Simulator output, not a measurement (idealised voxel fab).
process module | voxel transistor to metal
cross-section cut | 215 nm wide | cells 5 nm
A cross-section is a grid of square cells, given in bands from the top down. A band is one or more rows of cells.
Each band's line starts with the height of the band's top and of its bottom, in nm. Then come its materials from left to right, each with its width in nm. One material with "throughout" fills the band from edge to edge. "air" is empty space.
Height 0 is the level under which the wafer as received is all one material. The lowest band goes on downwards, as in "0 down".
A width such as "30 to 40" changes by the same amount from each row of cells to the next, from the band's top row to its bottom row.
"no change" after a step means that no cell of the cross-section changed.
closed voids: empty space of 8 cells or more with no open way to the top, each as width x height at its distance from the left edge, in nm
after a step's settings: what the simulator itself notes on the step
overlay nm, on a step with a mask: how far to the right of its planned place the mask lay; to the left if negative
plan
1 op RECEIVE | material Si
2 op OXIDIZE | depth nm 5
3 op CONFORMAL_DEP | material SiN | thk nm 10
4 op MASKED_ETCH | tone cover | mask id ACTIVE | width nm 125 | etch materials SiN | depth nm 10 | overlay nm 0
5 op MASKED_ETCH | tone cover | mask id ACTIVE | width nm 125 | etch materials SiO2 | depth nm 5 | overlay nm 0
6 op MASKED_ETCH | tone cover | mask id ACTIVE | width nm 125 | etch materials Si | depth nm 20 | overlay nm 0
7 op FILL_DEP | material SiO2 | thk nm 5
8 op CMP | height nm 10
9 op SELECTIVE_ETCH | etch materials SiO2 | depth nm 10
10 op STRIP | etch materials SiN
11 op SELECTIVE_ETCH | etch materials SiO2 | depth nm 5
12 op OXIDIZE | depth nm 5
13 op DIRECTIONAL_DEP | material polySi | thk nm 20
14 op DIRECTIONAL_DEP | material SiCN | thk nm 15
15 op DIRECTIONAL_DEP | material aC | thk nm 15
16 op PATTERN | tone cover | mask id GATE | material resist | width nm 35 | thk nm 35 | overlay nm 0
17 op DIRECTIONAL_ETCH | etch materials aC | depth nm 15
18 op STRIP | etch materials resist
19 op DIRECTIONAL_ETCH | etch materials SiCN | depth nm 25
20 op DIRECTIONAL_ETCH | etch materials polySi | depth nm 30
21 op STRIP | etch materials aC
22 op CONFORMAL_DEP | material SiO2 | thk nm 5
23 op DIRECTIONAL_ETCH | etch materials SiO2 | depth nm 5
24 op CONFORMAL_DEP | material SiN | thk nm 10
25 op DIRECTIONAL_ETCH | etch materials SiN | depth nm 10
26 op DIRECTIONAL_ETCH | etch materials SiO2 | depth nm 5
27 op DIRECTIONAL_ETCH | etch materials Si | depth nm 5
28 op EPI | material pSi | thk nm 5
29 op FILL_DEP | material SiO2 | thk nm 10
30 op CMP | height nm 15
31 op STRIP | etch materials polySi
32 op SELECTIVE_ETCH | etch materials SiO2 | depth nm 5
33 op CONFORMAL_DEP | material HfO2 | thk nm 5
34 op CONFORMAL_DEP | material TiN | thk nm 5
35 op FILL_DEP | material W | thk nm 10
36 op CMP | height nm 10
37 op DIRECTIONAL_DEP | material SiO2 | thk nm 10
38 op PATTERN | tone open | mask id CONTACT | material resist | width nm 20 | pitch nm 85 | thk nm 15 | overlay nm 0
39 op DIRECTIONAL_ETCH | etch materials SiO2 | depth nm 30
40 op STRIP | etch materials resist
41 op CONFORMAL_DEP | material TiN | thk nm 5
42 op FILL_DEP | material Ru | thk nm 5
43 op CMP | height nm 20
44 op DIRECTIONAL_DEP | material TiN | thk nm 5
45 op DIRECTIONAL_DEP | material W | thk nm 15
46 op DIRECTIONAL_DEP | material aC | thk nm 15
47 op PATTERN | tone cover | mask id METAL_1 | material resist | width nm 20 | pitch nm 85 | thk nm 35 | overlay nm 0
48 op DIRECTIONAL_ETCH | etch materials aC | depth nm 15
49 op STRIP | etch materials resist
50 op DIRECTIONAL_ETCH | etch materials W | depth nm 15
51 op DIRECTIONAL_ETCH | etch materials TiN | depth nm 5
52 op STRIP | etch materials aC
53 op FILL_DEP | material lowk | thk nm 10
54 op CMP | height nm 40
55 op CONFORMAL_DEP | material SiCN | thk nm 5
first wafer, as planned
as received, after step 1
  0 down: Si throughout
  closed voids: none
after step 2
  0 to -5: SiO2 throughout
  below -5: unchanged
after step 3
  10 to 0: SiN throughout
  below 0: unchanged
after step 4
  10 to 0: air 45 | SiN 125 | air 45
  below 0: unchanged
after step 5
  10 to 0: air 45 | SiN 125 | air 45
  0 to -5: air 45 | SiO2 125 | air 45
  below -5: unchanged
after step 6
  10 to 0: air 45 | SiN 125 | air 45
  0 to -5: air 45 | SiO2 125 | air 45
  -5 to -25: air 45 | Si 125 | air 45
  below -25: unchanged
after step 7
  15 to 10: SiO2 throughout
  10 to 0: SiO2 45 | SiN 125 | SiO2 45
  0 to -5: SiO2 throughout
  -5 to -25: SiO2 45 | Si 125 | SiO2 45
  below -25: unchanged
after step 8
  10 to 0: SiO2 45 | SiN 125 | SiO2 45
  below 0: unchanged
after step 9
  10 to 0: air 45 | SiN 125 | air 45
  below 0: unchanged
after step 10
  0 to -5: SiO2 throughout
  below -5: unchanged
after step 11
  -5 to -25: SiO2 45 | Si 125 | SiO2 45
  below -25: unchanged
after step 12
  -5 to -10: SiO2 throughout
  below -10: unchanged
after step 13
  15 to -5: polySi throughout
  below -5: unchanged
after step 14
  30 to 15: SiCN throughout
  below 15: unchanged
after step 15
  45 to 30: aC throughout
  below 30: unchanged
after step 16
  80 to 45: air 90 | resist 35 | air 90
  below 45: unchanged
after step 17
  65 to 45: air 90 | resist 35 | air 90
  45 to 30: air 90 | aC 35 | air 90
  below 30: unchanged
after step 18
  45 to 30: air 90 | aC 35 | air 90
  below 30: unchanged
after step 19
  45 to 30: air 90 | aC 35 | air 90
  30 to 15: air 90 | SiCN 35 | air 90
  below 15: unchanged
after step 20
  45 to 30: air 90 | aC 35 | air 90
  30 to 15: air 90 | SiCN 35 | air 90
  15 to -5: air 90 | polySi 35 | air 90
  below -5: unchanged
after step 21
  30 to 15: air 90 | SiCN 35 | air 90
  below 15: unchanged
after step 22
  35 to 30: air 85 | SiO2 45 | air 85
  30 to 15: air 85 | SiO2 5 | SiCN 35 | SiO2 5 | air 85
  15 to 0: air 85 | SiO2 5 | polySi 35 | SiO2 5 | air 85
  0 to -5: SiO2 90 | polySi 35 | SiO2 90
  below -5: unchanged
after step 23
  30 to 15: air 85 | SiO2 5 | SiCN 35 | SiO2 5 | air 85
  15 to -5: air 85 | SiO2 5 | polySi 35 | SiO2 5 | air 85
  below -5: unchanged
after step 24
  40 to 30: air 75 | SiN 65 | air 75
  30 to 15: air 75 | SiN 10 | SiO2 5 | SiCN 35 | SiO2 5 | SiN 10 | air 75
  15 to 5: air 75 | SiN 10 | SiO2 5 | polySi 35 | SiO2 5 | SiN 10 | air 75
  5 to -5: SiN 85 | SiO2 5 | polySi 35 | SiO2 5 | SiN 85
  below -5: unchanged
after step 25
  30 to 15: air 75 | SiN 10 | SiO2 5 | SiCN 35 | SiO2 5 | SiN 10 | air 75
  15 to -5: air 75 | SiN 10 | SiO2 5 | polySi 35 | SiO2 5 | SiN 10 | air 75
  below -5: unchanged
after step 26
  30 to 25: air 75 | SiN 10 | air 5 | SiCN 35 | air 5 | SiN 10 | air 75
  25 to 15: air 75 | SiN 10 | SiO2 5 | SiCN 35 | SiO2 5 | SiN 10 | air 75
  15 to -5: air 75 | SiN 10 | SiO2 5 | polySi 35 | SiO2 5 | SiN 10 | air 75
  -5 to -10: air 75 | SiO2 65 | air 75
  below -10: unchanged
after step 27
  30 to 25: air 75 | SiN 10 | air 5 | SiCN 35 | air 5 | SiN 10 | air 75
  25 to 15: air 75 | SiN 10 | SiO2 5 | SiCN 35 | SiO2 5 | SiN 10 | air 75
  15 to -5: air 75 | SiN 10 | SiO2 5 | polySi 35 | SiO2 5 | SiN 10 | air 75
  -5 to -10: air 75 | SiO2 65 | air 75
  -10 to -15: SiO2 45 | air 30 | Si 65 | air 30 | SiO2 45
  below -15: unchanged
after step 28
  30 to 25: air 75 | SiN 10 | air 5 | SiCN 35 | air 5 | SiN 10 | air 75
  25 to 15: air 75 | SiN 10 | SiO2 5 | SiCN 35 | SiO2 5 | SiN 10 | air 75
  15 to -5: air 75 | SiN 10 | SiO2 5 | polySi 35 | SiO2 5 | SiN 10 | air 75
  -5 to -10: air 70 | pSi 5 | SiO2 65 | pSi 5 | air 70
  -10 to -15: SiO2 45 | pSi 30 | Si 65 | pSi 30 | SiO2 45
  below -15: unchanged
after step 29
  40 to 30: SiO2 throughout
  30 to 15: SiO2 75 | SiN 10 | SiO2 5 | SiCN 35 | SiO2 5 | SiN 10 | SiO2 75
  15 to -5: SiO2 75 | SiN 10 | SiO2 5 | polySi 35 | SiO2 5 | SiN 10 | SiO2 75
  -5 to -10: SiO2 70 | pSi 5 | SiO2 65 | pSi 5 | SiO2 70
  below -10: unchanged
after step 30
  15 to -5: SiO2 75 | SiN 10 | SiO2 5 | polySi 35 | SiO2 5 | SiN 10 | SiO2 75
  below -5: unchanged
after step 31
  15 to -5: SiO2 75 | SiN 10 | SiO2 5 | air 35 | SiO2 5 | SiN 10 | SiO2 75
  below -5: unchanged
after step 32
  15 to 10: air 75 | SiN 10 | air 45 | SiN 10 | air 75
  10 to -5: SiO2 75 | SiN 10 | air 45 | SiN 10 | SiO2 75
  -5 to -10: SiO2 70 | pSi 5 | SiO2 10 | air 45 | SiO2 10 | pSi 5 | SiO2 70
  below -10: unchanged
after step 33
  20 to 15: air 70 | HfO2 20 | air 35 | HfO2 20 | air 70
  15 to 10: HfO2 75 | SiN 10 | HfO2 5 | air 35 | HfO2 5 | SiN 10 | HfO2 75
  10 to -5: SiO2 75 | SiN 10 | HfO2 5 | air 35 | HfO2 5 | SiN 10 | SiO2 75
  -5 to -10: SiO2 70 | pSi 5 | SiO2 10 | HfO2 45 | SiO2 10 | pSi 5 | SiO2 70
  below -10: unchanged
after step 34
  25 to 20: air 65 | TiN 30 | air 25 | TiN 30 | air 65
  20 to 15: TiN 70 | HfO2 20 | TiN 5 | air 25 | TiN 5 | HfO2 20 | TiN 70
  15 to 10: HfO2 75 | SiN 10 | HfO2 5 | TiN 5 | air 25 | TiN 5 | HfO2 5 | SiN 10 | HfO2 75
  10 to 0: SiO2 75 | SiN 10 | HfO2 5 | TiN 5 | air 25 | TiN 5 | HfO2 5 | SiN 10 | SiO2 75
  0 to -5: SiO2 75 | SiN 10 | HfO2 5 | TiN 35 | HfO2 5 | SiN 10 | SiO2 75
  below -5: unchanged
after step 35
  35 to 25: W throughout
  25 to 20: W 65 | TiN 30 | W 25 | TiN 30 | W 65
  20 to 15: TiN 70 | HfO2 20 | TiN 5 | W 25 | TiN 5 | HfO2 20 | TiN 70
  15 to 10: HfO2 75 | SiN 10 | HfO2 5 | TiN 5 | W 25 | TiN 5 | HfO2 5 | SiN 10 | HfO2 75
  10 to 0: SiO2 75 | SiN 10 | HfO2 5 | TiN 5 | W 25 | TiN 5 | HfO2 5 | SiN 10 | SiO2 75
  below 0: unchanged
after step 36
  10 to 0: SiO2 75 | SiN 10 | HfO2 5 | TiN 5 | W 25 | TiN 5 | HfO2 5 | SiN 10 | SiO2 75
  below 0: unchanged
after step 37
  20 to 10: SiO2 throughout
  below 10: unchanged
after step 38
  35 to 20: resist 55 | air 20 | resist 65 | air 20 | resist 55
  below 20: unchanged
after step 39
  35 to 20: resist 55 | air 20 | resist 65 | air 20 | resist 55
  20 to 10: SiO2 55 | air 20 | SiO2 65 | air 20 | SiO2 55
  10 to 0: SiO2 55 | air 20 | SiN 10 | HfO2 5 | TiN 5 | W 25 | TiN 5 | HfO2 5 | SiN 10 | air 20 | SiO2 55
  0 to -5: SiO2 55 | air 20 | SiN 10 | HfO2 5 | TiN 35 | HfO2 5 | SiN 10 | air 20 | SiO2 55
  -5 to -10: SiO2 55 | air 15 | pSi 5 | SiO2 10 | HfO2 45 | SiO2 10 | pSi 5 | air 15 | SiO2 55
  below -10: unchanged
after step 40
  20 to 10: SiO2 55 | air 20 | SiO2 65 | air 20 | SiO2 55
  below 10: unchanged
after step 41
  25 to 20: TiN 60 | air 10 | TiN 75 | air 10 | TiN 60
  20 to 10: SiO2 55 | TiN 5 | air 10 | TiN 5 | SiO2 65 | TiN 5 | air 10 | TiN 5 | SiO2 55
  10 to 0: SiO2 55 | TiN 5 | air 10 | TiN 5 | SiN 10 | HfO2 5 | TiN 5 | W 25 | TiN 5 | HfO2 5 | SiN 10 | TiN 5 | air 10 | TiN 5 | SiO2 55
  0 to -5: SiO2 55 | TiN 5 | air 5 | TiN 10 | SiN 10 | HfO2 5 | TiN 35 | HfO2 5 | SiN 10 | TiN 10 | air 5 | TiN 5 | SiO2 55
  -5 to -10: SiO2 55 | TiN 15 | pSi 5 | SiO2 10 | HfO2 45 | SiO2 10 | pSi 5 | TiN 15 | SiO2 55
  below -10: unchanged
after step 42
  30 to 25: Ru throughout
  25 to 20: TiN 60 | Ru 10 | TiN 75 | Ru 10 | TiN 60
  20 to 10: SiO2 55 | TiN 5 | Ru 10 | TiN 5 | SiO2 65 | TiN 5 | Ru 10 | TiN 5 | SiO2 55
  10 to 0: SiO2 55 | TiN 5 | Ru 10 | TiN 5 | SiN 10 | HfO2 5 | TiN 5 | W 25 | TiN 5 | HfO2 5 | SiN 10 | TiN 5 | Ru 10 | TiN 5 | SiO2 55
  0 to -5: SiO2 55 | TiN 5 | Ru 5 | TiN 10 | SiN 10 | HfO2 5 | TiN 35 | HfO2 5 | SiN 10 | TiN 10 | Ru 5 | TiN 5 | SiO2 55
  below -5: unchanged
after step 43
  20 to 10: SiO2 55 | TiN 5 | Ru 10 | TiN 5 | SiO2 65 | TiN 5 | Ru 10 | TiN 5 | SiO2 55
  below 10: unchanged
after step 44
  25 to 20: TiN throughout
  below 20: unchanged
after step 45
  40 to 25: W throughout
  below 25: unchanged
after step 46
  55 to 40: aC throughout
  below 40: unchanged
after step 47
  90 to 55: air 55 | resist 20 | air 65 | resist 20 | air 55
  below 55: unchanged
after step 48
  75 to 55: air 55 | resist 20 | air 65 | resist 20 | air 55
  55 to 40: air 55 | aC 20 | air 65 | aC 20 | air 55
  below 40: unchanged
after step 49
  55 to 40: air 55 | aC 20 | air 65 | aC 20 | air 55
  below 40: unchanged
after step 50
  55 to 40: air 55 | aC 20 | air 65 | aC 20 | air 55
  40 to 25: air 55 | W 20 | air 65 | W 20 | air 55
  below 25: unchanged
after step 51
  55 to 40: air 55 | aC 20 | air 65 | aC 20 | air 55
  40 to 25: air 55 | W 20 | air 65 | W 20 | air 55
  25 to 20: air 55 | TiN 20 | air 65 | TiN 20 | air 55
  below 20: unchanged
after step 52
  40 to 25: air 55 | W 20 | air 65 | W 20 | air 55
  below 25: unchanged
after step 53
  50 to 40: lowk throughout
  40 to 25: lowk 55 | W 20 | lowk 65 | W 20 | lowk 55
  25 to 20: lowk 55 | TiN 20 | lowk 65 | TiN 20 | lowk 55
  below 20: unchanged
after step 54
  40 to 25: lowk 55 | W 20 | lowk 65 | W 20 | lowk 55
  below 25: unchanged
after step 55
  45 to 40: SiCN throughout
  below 40: unchanged
second wafer: like start, like plan, one mistake. Through step 5 it matches the first wafer
when step 6 should have ended
  10 to 0: air 45 | SiN 125 | air 45
  0 to -5: air 45 | SiO2 125 | air 45
  -5 to -45: air 45 | Si 125 | air 45
  below -45: unchanged
when step 7 should have ended
  15 to 10: SiO2 throughout
  10 to 0: SiO2 45 | SiN 125 | SiO2 45
  0 to -5: SiO2 throughout
  -5 to -45: SiO2 45 | Si 125 | SiO2 45
  below -45: unchanged
when step 8 should have ended
  10 to 0: SiO2 45 | SiN 125 | SiO2 45
  below 0: unchanged
when step 9 should have ended
  10 to 0: air 45 | SiN 125 | air 45
  below 0: unchanged
when step 10 should have ended
  0 to -5: SiO2 throughout
  below -5: unchanged
when step 11 should have ended
  -5 to -45: SiO2 45 | Si 125 | SiO2 45
  below -45: unchanged
when step 12 should have ended
  -5 to -10: SiO2 throughout
  below -10: unchanged
when step 13 should have ended
  15 to -5: polySi throughout
  below -5: unchanged
when step 14 should have ended
  30 to 15: SiCN throughout
  below 15: unchanged
when step 15 should have ended
  45 to 30: aC throughout
  below 30: unchanged
when step 16 should have ended
  80 to 45: air 90 | resist 35 | air 90
  below 45: unchanged
when step 17 should have ended
  65 to 45: air 90 | resist 35 | air 90
  45 to 30: air 90 | aC 35 | air 90
  below 30: unchanged
when step 18 should have ended
  45 to 30: air 90 | aC 35 | air 90
  below 30: unchanged
when step 19 should have ended
  45 to 30: air 90 | aC 35 | air 90
  30 to 15: air 90 | SiCN 35 | air 90
  below 15: unchanged
when step 20 should have ended
  45 to 30: air 90 | aC 35 | air 90
  30 to 15: air 90 | SiCN 35 | air 90
  15 to -5: air 90 | polySi 35 | air 90
  below -5: unchanged
when step 21 should have ended
  30 to 15: air 90 | SiCN 35 | air 90
  below 15: unchanged
when step 22 should have ended
  35 to 30: air 85 | SiO2 45 | air 85
  30 to 15: air 85 | SiO2 5 | SiCN 35 | SiO2 5 | air 85
  15 to 0: air 85 | SiO2 5 | polySi 35 | SiO2 5 | air 85
  0 to -5: SiO2 90 | polySi 35 | SiO2 90
  below -5: unchanged
when step 23 should have ended
  30 to 15: air 85 | SiO2 5 | SiCN 35 | SiO2 5 | air 85
  15 to -5: air 85 | SiO2 5 | polySi 35 | SiO2 5 | air 85
  below -5: unchanged
when step 24 should have ended
  40 to 30: air 75 | SiN 65 | air 75
  30 to 15: air 75 | SiN 10 | SiO2 5 | SiCN 35 | SiO2 5 | SiN 10 | air 75
  15 to 5: air 75 | SiN 10 | SiO2 5 | polySi 35 | SiO2 5 | SiN 10 | air 75
  5 to -5: SiN 85 | SiO2 5 | polySi 35 | SiO2 5 | SiN 85
  below -5: unchanged
when step 25 should have ended
  30 to 15: air 75 | SiN 10 | SiO2 5 | SiCN 35 | SiO2 5 | SiN 10 | air 75
  15 to -5: air 75 | SiN 10 | SiO2 5 | polySi 35 | SiO2 5 | SiN 10 | air 75
  below -5: unchanged
when step 26 should have ended
  30 to 25: air 75 | SiN 10 | air 5 | SiCN 35 | air 5 | SiN 10 | air 75
  25 to 15: air 75 | SiN 10 | SiO2 5 | SiCN 35 | SiO2 5 | SiN 10 | air 75
  15 to -5: air 75 | SiN 10 | SiO2 5 | polySi 35 | SiO2 5 | SiN 10 | air 75
  -5 to -10: air 75 | SiO2 65 | air 75
  below -10: unchanged
when step 27 should have ended
  30 to 25: air 75 | SiN 10 | air 5 | SiCN 35 | air 5 | SiN 10 | air 75
  25 to 15: air 75 | SiN 10 | SiO2 5 | SiCN 35 | SiO2 5 | SiN 10 | air 75
  15 to -5: air 75 | SiN 10 | SiO2 5 | polySi 35 | SiO2 5 | SiN 10 | air 75
  -5 to -10: air 75 | SiO2 65 | air 75
  -10 to -15: SiO2 45 | air 30 | Si 65 | air 30 | SiO2 45
  below -15: unchanged
when step 28 should have ended
  30 to 25: air 75 | SiN 10 | air 5 | SiCN 35 | air 5 | SiN 10 | air 75
  25 to 15: air 75 | SiN 10 | SiO2 5 | SiCN 35 | SiO2 5 | SiN 10 | air 75
  15 to -5: air 75 | SiN 10 | SiO2 5 | polySi 35 | SiO2 5 | SiN 10 | air 75
  -5 to -10: air 70 | pSi 5 | SiO2 65 | pSi 5 | air 70
  -10 to -15: SiO2 45 | pSi 30 | Si 65 | pSi 30 | SiO2 45
  below -15: unchanged
when step 29 should have ended
  40 to 30: SiO2 throughout
  30 to 15: SiO2 75 | SiN 10 | SiO2 5 | SiCN 35 | SiO2 5 | SiN 10 | SiO2 75
  15 to -5: SiO2 75 | SiN 10 | SiO2 5 | polySi 35 | SiO2 5 | SiN 10 | SiO2 75
  -5 to -10: SiO2 70 | pSi 5 | SiO2 65 | pSi 5 | SiO2 70
  below -10: unchanged
when step 30 should have ended
  15 to -5: SiO2 75 | SiN 10 | SiO2 5 | polySi 35 | SiO2 5 | SiN 10 | SiO2 75
  below -5: unchanged
when step 31 should have ended
  15 to -5: SiO2 75 | SiN 10 | SiO2 5 | air 35 | SiO2 5 | SiN 10 | SiO2 75
  below -5: unchanged
when step 32 should have ended
  15 to 10: air 75 | SiN 10 | air 45 | SiN 10 | air 75
  10 to -5: SiO2 75 | SiN 10 | air 45 | SiN 10 | SiO2 75
  -5 to -10: SiO2 70 | pSi 5 | SiO2 10 | air 45 | SiO2 10 | pSi 5 | SiO2 70
  below -10: unchanged
when step 33 should have ended
  20 to 15: air 70 | HfO2 20 | air 35 | HfO2 20 | air 70
  15 to 10: HfO2 75 | SiN 10 | HfO2 5 | air 35 | HfO2 5 | SiN 10 | HfO2 75
  10 to -5: SiO2 75 | SiN 10 | HfO2 5 | air 35 | HfO2 5 | SiN 10 | SiO2 75
  -5 to -10: SiO2 70 | pSi 5 | SiO2 10 | HfO2 45 | SiO2 10 | pSi 5 | SiO2 70
  below -10: unchanged
when step 34 should have ended
  25 to 20: air 65 | TiN 30 | air 25 | TiN 30 | air 65
  20 to 15: TiN 70 | HfO2 20 | TiN 5 | air 25 | TiN 5 | HfO2 20 | TiN 70
  15 to 10: HfO2 75 | SiN 10 | HfO2 5 | TiN 5 | air 25 | TiN 5 | HfO2 5 | SiN 10 | HfO2 75
  10 to 0: SiO2 75 | SiN 10 | HfO2 5 | TiN 5 | air 25 | TiN 5 | HfO2 5 | SiN 10 | SiO2 75
  0 to -5: SiO2 75 | SiN 10 | HfO2 5 | TiN 35 | HfO2 5 | SiN 10 | SiO2 75
  below -5: unchanged
when step 35 should have ended
  35 to 25: W throughout
  25 to 20: W 65 | TiN 30 | W 25 | TiN 30 | W 65
  20 to 15: TiN 70 | HfO2 20 | TiN 5 | W 25 | TiN 5 | HfO2 20 | TiN 70
  15 to 10: HfO2 75 | SiN 10 | HfO2 5 | TiN 5 | W 25 | TiN 5 | HfO2 5 | SiN 10 | HfO2 75
  10 to 0: SiO2 75 | SiN 10 | HfO2 5 | TiN 5 | W 25 | TiN 5 | HfO2 5 | SiN 10 | SiO2 75
  below 0: unchanged
when step 36 should have ended
  10 to 0: SiO2 75 | SiN 10 | HfO2 5 | TiN 5 | W 25 | TiN 5 | HfO2 5 | SiN 10 | SiO2 75
  below 0: unchanged
when step 37 should have ended
  20 to 10: SiO2 throughout
  below 10: unchanged
when step 38 should have ended
  35 to 20: resist 55 | air 20 | resist 65 | air 20 | resist 55
  below 20: unchanged
when step 39 should have ended
  35 to 20: resist 55 | air 20 | resist 65 | air 20 | resist 55
  20 to 10: SiO2 55 | air 20 | SiO2 65 | air 20 | SiO2 55
  10 to 0: SiO2 55 | air 20 | SiN 10 | HfO2 5 | TiN 5 | W 25 | TiN 5 | HfO2 5 | SiN 10 | air 20 | SiO2 55
  0 to -5: SiO2 55 | air 20 | SiN 10 | HfO2 5 | TiN 35 | HfO2 5 | SiN 10 | air 20 | SiO2 55
  -5 to -10: SiO2 55 | air 15 | pSi 5 | SiO2 10 | HfO2 45 | SiO2 10 | pSi 5 | air 15 | SiO2 55
  below -10: unchanged
when step 40 should have ended
  20 to 10: SiO2 55 | air 20 | SiO2 65 | air 20 | SiO2 55
  below 10: unchanged
when step 41 should have ended
  25 to 20: TiN 60 | air 10 | TiN 75 | air 10 | TiN 60
  20 to 10: SiO2 55 | TiN 5 | air 10 | TiN 5 | SiO2 65 | TiN 5 | air 10 | TiN 5 | SiO2 55
  10 to 0: SiO2 55 | TiN 5 | air 10 | TiN 5 | SiN 10 | HfO2 5 | TiN 5 | W 25 | TiN 5 | HfO2 5 | SiN 10 | TiN 5 | air 10 | TiN 5 | SiO2 55
  0 to -5: SiO2 55 | TiN 5 | air 5 | TiN 10 | SiN 10 | HfO2 5 | TiN 35 | HfO2 5 | SiN 10 | TiN 10 | air 5 | TiN 5 | SiO2 55
  -5 to -10: SiO2 55 | TiN 15 | pSi 5 | SiO2 10 | HfO2 45 | SiO2 10 | pSi 5 | TiN 15 | SiO2 55
  below -10: unchanged
when step 42 should have ended
  30 to 25: Ru throughout
  25 to 20: TiN 60 | Ru 10 | TiN 75 | Ru 10 | TiN 60
  20 to 10: SiO2 55 | TiN 5 | Ru 10 | TiN 5 | SiO2 65 | TiN 5 | Ru 10 | TiN 5 | SiO2 55
  10 to 0: SiO2 55 | TiN 5 | Ru 10 | TiN 5 | SiN 10 | HfO2 5 | TiN 5 | W 25 | TiN 5 | HfO2 5 | SiN 10 | TiN 5 | Ru 10 | TiN 5 | SiO2 55
  0 to -5: SiO2 55 | TiN 5 | Ru 5 | TiN 10 | SiN 10 | HfO2 5 | TiN 35 | HfO2 5 | SiN 10 | TiN 10 | Ru 5 | TiN 5 | SiO2 55
  below -5: unchanged
when step 43 should have ended
  20 to 10: SiO2 55 | TiN 5 | Ru 10 | TiN 5 | SiO2 65 | TiN 5 | Ru 10 | TiN 5 | SiO2 55
  below 10: unchanged
when step 44 should have ended
  25 to 20: TiN throughout
  below 20: unchanged
when step 45 should have ended
  40 to 25: W throughout
  below 25: unchanged
when step 46 should have ended
  55 to 40: aC throughout
  below 40: unchanged
when step 47 should have ended
  90 to 55: air 55 | resist 20 | air 65 | resist 20 | air 55
  below 55: unchanged
when step 48 should have ended
  75 to 55: air 55 | resist 20 | air 65 | resist 20 | air 55
  55 to 40: air 55 | aC 20 | air 65 | aC 20 | air 55
  below 40: unchanged
when step 49 should have ended
  55 to 40: air 55 | aC 20 | air 65 | aC 20 | air 55
  below 40: unchanged
when step 50 should have ended
  55 to 40: air 55 | aC 20 | air 65 | aC 20 | air 55
  40 to 25: air 55 | W 20 | air 65 | W 20 | air 55
  below 25: unchanged
when step 51 should have ended
  55 to 40: air 55 | aC 20 | air 65 | aC 20 | air 55
  40 to 25: air 55 | W 20 | air 65 | W 20 | air 55
  25 to 20: air 55 | TiN 20 | air 65 | TiN 20 | air 55
  below 20: unchanged
when step 52 should have ended
  40 to 25: air 55 | W 20 | air 65 | W 20 | air 55
  below 25: unchanged
when step 53 should have ended
  50 to 40: lowk throughout
  40 to 25: lowk 55 | W 20 | lowk 65 | W 20 | lowk 55
  25 to 20: lowk 55 | TiN 20 | lowk 65 | TiN 20 | lowk 55
  below 20: unchanged
when step 54 should have ended
  40 to 25: lowk 55 | W 20 | lowk 65 | W 20 | lowk 55
  below 25: unchanged
when step 55 should have ended
  45 to 40: SiCN throughout
  below 40: unchanged
what went wrong: step 6 was run twice
at the end the second wafer has, in cells: 72 fewer of Si | 72 more of SiO2
